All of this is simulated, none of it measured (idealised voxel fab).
Process module, titled voxel capacitor over wiring
It is cross-section cut that appears here, measuring 255 nm in width, its square cells being 5 nm in size.
Bands, listed from the top down, are how a cross-section gets written in this document; the cross-section itself is a grid of square cells, and a band is one or more rows of them. The band entry comprises the height of the band's top followed by the height of its bottom, expressed in nm, and subsequently the band's materials from left to right, each stated together with its width in nm. Where a single material is marked with the word "edge to edge", that material fills the band from edge to edge. The word "air" represents empty space. The level at which height equals 0 is the one under which the wafer, as it arrives, is entirely one material. No lower edge exists for the bottom band, which continues downward and is notated as in "from 0 down". Width: "30..40" (first number = top row, second number = bottom row, same change from row to row of cells). "remains unaltered" means the step left every cell of the cross-section as it was. Look at "Closed void roster" for the closed voids: empty spaces with no open path to the top, sized 8 cells or up. Each is width x height at distance, distance from the left edge, all nm. What comes after the settings on a step's line is commentary from the simulator itself on that step. What "overlay nm" on a step's line means: if the step has a mask, that mask lay this far to the right of its planned place, or, when the value is negative, to the left.

### Process steps foreseen in the plan
1: RECEIVE: material Si
2: CONFORMAL_DEP: material SiO2, thk nm 15
3: CONFORMAL_DEP: material SiN, thk nm 5
4: DIRECTIONAL_DEP: material lowk, thk nm 15
5: PATTERN: tone open, mask id METAL_1, material resist, width nm 30, pitch nm 90, thk nm 15, overlay nm 0
6: DIRECTIONAL_ETCH: etch materials lowk, depth nm 15
7: DIRECTIONAL_ETCH: etch materials SiN, depth nm 5
8: STRIP: etch materials resist
9: CONFORMAL_DEP: material TiN, thk nm 5
10: FILL_DEP: material Ru, thk nm 10
11: CMP: height nm 35
12: CONFORMAL_DEP: material SiCN, thk nm 5
13: DIRECTIONAL_DEP: material lowk, thk nm 10
14: MASKED_ETCH: tone open, mask id PLUG_1, width nm 15, etch materials lowk, depth nm 10, overlay nm 0
15: MASKED_ETCH: tone open, mask id PLUG_1, width nm 15, etch materials SiCN, depth nm 5, overlay nm 0
16: CONFORMAL_DEP: material TiN, thk nm 5
17: FILL_DEP: material Ru, thk nm 5
18: CMP: height nm 50
19: DIRECTIONAL_DEP: material TiN, thk nm 5
20: DIRECTIONAL_DEP: material HfO2, thk nm 5
21: DIRECTIONAL_DEP: material TiN, thk nm 5
22: PATTERN: tone cover, mask id UPPER_PLATE, material resist, width nm 65, thk nm 15, overlay nm 0
23: DIRECTIONAL_ETCH: etch materials TiN, depth nm 5
24: DIRECTIONAL_ETCH: etch materials HfO2, depth nm 5
25: STRIP: etch materials resist
26: MASKED_ETCH: tone cover, mask id LOWER_PLATE, width nm 75, etch materials TiN, depth nm 5, overlay nm 0
27: FILL_DEP: material SiO2, thk nm 15
28: CMP: height nm 75
29: PATTERN: tone open, mask id PLUG_2, material resist, width nm 15, thk nm 15, overlay nm 0
30: DIRECTIONAL_ETCH: etch materials SiO2, depth nm 10
31: STRIP: etch materials resist
32: CONFORMAL_DEP: material TiN, thk nm 5
33: FILL_DEP: material Cu, thk nm 5
34: CMP: height nm 75
35: CONFORMAL_DEP: material SiCN, thk nm 5

### Incoming wafer in cross-section (state: after step 1)
- from 0 down | Si edge to edge
- Closed void roster: none

### The first of two wafers, cross-sectioned at the end of the module, with the run proceeding as planned
- from 80 to 75 | SiCN edge to edge
- from 75 to 70 | SiO2: 90  TiN: 5  Cu: 5  TiN: 5  SiO2: 150
- from 70 to 60 | SiO2: 90..80  TiN: 15..65  SiO2: 150..110
- from 60 to 55 | SiO2: 80  HfO2: 65  SiO2: 110
- from 55 to 50 | SiO2: 75  TiN: 75  SiO2: 105
- from 50 to 40 | lowk: 80  TiN: 5  Ru: 5  TiN: 5  lowk: 160
- from 40 to 35 | SiCN: 80  TiN: 15  SiCN: 160
- from 35 to 20 | lowk: 65  TiN: 5  Ru: 20  TiN: 5  lowk: 60  TiN: 5  Ru: 20  TiN: 5  lowk: 70
- from 20 to 15 | SiN: 65  TiN: 30  SiN: 60  TiN: 30  SiN: 70
- from 15 to 0 | SiO2 edge to edge
- from 0 down | Si edge to edge
- Closed void roster: none

### Module end: cross-section of wafer two of two. Same start and process plan as the first wafer. One mistake during execution
- from 80 to 75 | SiCN edge to edge
- from 75 to 70 | SiO2: 90  TiN: 5  Cu: 5  TiN: 5  SiO2: 150
- from 70 to 65 | SiO2: 90  TiN: 15  SiO2: 150
- from 65 to 60 | SiO2: 80  HfO2: 65  SiO2: 110
- from 60 to 55 | SiO2: 75  TiN: 75  SiO2: 105
- from 55 to 50 | TiN edge to edge
- from 50 to 40 | lowk: 80  TiN: 5  Ru: 5  TiN: 5  lowk: 160
- from 40 to 35 | SiCN: 80  TiN: 15  SiCN: 160
- from 35 to 20 | lowk: 65  TiN: 5  Ru: 20  TiN: 5  lowk: 60  TiN: 5  Ru: 20  TiN: 5  lowk: 70
- from 20 to 15 | SiN: 65  TiN: 30  SiN: 60  TiN: 30  SiN: 70
- from 15 to 0 | SiO2 edge to edge
- from 0 down | Si edge to edge
- Closed void roster: none
Finding, execution versus plan: so 20 and 21 got swapped relative to the plan, each ran where the other was supposed to
Final cells, second wafer relative to first, materials higher or lower: -38 SiO2, +38 TiN
